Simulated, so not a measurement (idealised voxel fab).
voxel wiring stack: a process module
280 nm wide, 5 nm square cells: that's cross-section cut.
Cross-section format: a grid of square cells, given as bands from top to bottom; each band is one or more rows of cells. Basically the band line says how high the top is and how high the bottom is, in nm, and then what's in it from left to right, every material with its width in nm. Empty space shows up as "air", and if a single material carries "everywhere" it runs the full band edge to edge. Zero point of the height axis is 0; under it, received wafer = one material. Lowest band: continues down indefinitely, "from 0 down". Note: "30..40" means the width goes from the first number (top row of the band) to the second number (bottom row) in equal steps per row of cells. No cell of the cross-section changed in a step that is given as "nothing changed". For the entry "Enclosed void inventory", the listed items are empty spaces with no open way to the top whose size is 8 cells or more; each item follows the pattern width x height at distance, where distance is from the left edge and all three are in nm. Whatever follows a step's settings on its line is a remark the simulator itself makes about that step. "overlay nm" answers the question of how far to the right of plan the mask lay on a step that has a mask, and when it is negative the answer is to the left.

# The following list gives the planned process steps
1,RECEIVE [material Si]
2,CONFORMAL_DEP [material SiO2] [thk nm 15]
3,CONFORMAL_DEP [material SiN] [thk nm 5]
4,DIRECTIONAL_DEP [material lowk] [thk nm 20]
5,DIRECTIONAL_DEP [material aC] [thk nm 10]
6,PATTERN [tone open] [mask id METAL_1] [material resist] [width nm 25] [pitch nm 45] [thk nm 25] [overlay nm 0]
7,DIRECTIONAL_ETCH [etch materials aC] [depth nm 10]
8,STRIP [etch materials resist]
9,DIRECTIONAL_ETCH [etch materials lowk] [depth nm 20]
10,DIRECTIONAL_ETCH [etch materials SiN] [depth nm 5]
11,STRIP [etch materials aC]
12,CONFORMAL_DEP [material TiN] [thk nm 5]
13,FILL_DEP [material Ru] [thk nm 5]
14,CMP [height nm 40]
15,CONFORMAL_DEP [material SiCN] [thk nm 5]
16,DIRECTIONAL_DEP [material lowk] [thk nm 10]
17,MASKED_ETCH [tone open] [mask id PLUG_1] [width nm 15] [pitch nm 45] [etch materials lowk] [depth nm 10] [overlay nm 0]
18,MASKED_ETCH [tone open] [mask id PLUG_1] [width nm 15] [pitch nm 45] [etch materials SiCN] [depth nm 5] [overlay nm 0]
19,EPI [material Ru] [thk nm 10]
20,EPI [material Ru] [thk nm 5]
21,CONFORMAL_DEP [material SiN] [thk nm 5]
22,DIRECTIONAL_DEP [material SiO2] [thk nm 15]
23,PATTERN [tone open] [mask id METAL_2] [material resist] [width nm 25] [pitch nm 45] [thk nm 20] [overlay nm 0]
24,DIRECTIONAL_ETCH [etch materials SiO2] [depth nm 15]
25,DIRECTIONAL_ETCH [etch materials SiN] [depth nm 5]
26,STRIP [etch materials resist]
27,CONFORMAL_DEP [material TiN] [thk nm 5]
28,FILL_DEP [material Cu] [thk nm 5]
29,CMP [height nm 75]
30,CONFORMAL_DEP [material SiN] [thk nm 5]

# Shown in cross-section is the wafer as received, that is, as it stands after step 1
from 0 down  Si everywhere
Enclosed void inventory: none

# Module complete - cross-section of the first of two wafers, run according to plan
from 80 to 75  SiN everywhere
from 75 to 60  SiO2: 80  TiN: 5  Cu: 15  TiN: 5  SiO2: 20  TiN: 5  Cu: 15  TiN: 5  SiO2: 20  TiN: 5  Cu: 15  TiN: 5  SiO2: 85
from 60 to 55  SiN: 80  TiN: 25  SiN: 20  TiN: 25  SiN: 20  TiN: 25  SiN: 85
from 55 to 45  lowk: 80  Ru: 15  lowk: 30  Ru: 15  lowk: 30  Ru: 15  lowk: 95
from 45 to 40  SiCN: 80  Ru: 15  SiCN: 30  Ru: 15  SiCN: 30  Ru: 15  SiCN: 95
from 40 to 20  lowk: 80  TiN: 5  Ru: 15  TiN: 5  lowk: 20  TiN: 5  Ru: 15  TiN: 5  lowk: 20  TiN: 5  Ru: 15  TiN: 5  lowk: 85
from 20 to 15  SiN: 80  TiN: 25  SiN: 20  TiN: 25  SiN: 20  TiN: 25  SiN: 85
from 15 to 0  SiO2 everywhere
from 0 down  Si everywhere
Enclosed void inventory: none

# End of module, second wafer, cross-section. Started like the first, planned like the first, run with one mistake
from 80 to 75  SiN everywhere
from 75 to 60  SiO2: 80  TiN: 5  Cu: 15  TiN: 5  SiO2: 20  TiN: 5  Cu: 15  TiN: 5  SiO2: 20  TiN: 5  Cu: 15  TiN: 5  SiO2: 85
from 60 to 55  SiN: 80  TiN: 25  SiN: 20  TiN: 25  SiN: 20  TiN: 25  SiN: 85
from 55 to 45  lowk: 90  Ru: 15  lowk: 30  Ru: 15  lowk: 30  Ru: 15  lowk: 85
from 45 to 40  SiCN: 90  Ru: 5  SiCN: 40  Ru: 5  SiCN: 40  Ru: 5  SiCN: 95
from 40 to 20  lowk: 80  TiN: 5  Ru: 15  TiN: 5  lowk: 20  TiN: 5  Ru: 15  TiN: 5  lowk: 20  TiN: 5  Ru: 15  TiN: 5  lowk: 85
from 20 to 15  SiN: 80  TiN: 25  SiN: 20  TiN: 25  SiN: 20  TiN: 25  SiN: 85
from 15 to 0  SiO2 everywhere
from 0 down  Si everywhere
Enclosed void inventory: none
What broke from the plan during processing? not per plan at step 17, really ran MASKED_ETCH [tone open] [mask id PLUG_1] [width nm 15] [pitch nm 45] [etch materials lowk] [depth nm 10] [overlay nm 10]
Upon completion, the second wafer contains, in terms of cells, a greater or smaller amount of certain materials than the first wafer: Ru: 6 fewer; SiCN: 6 more
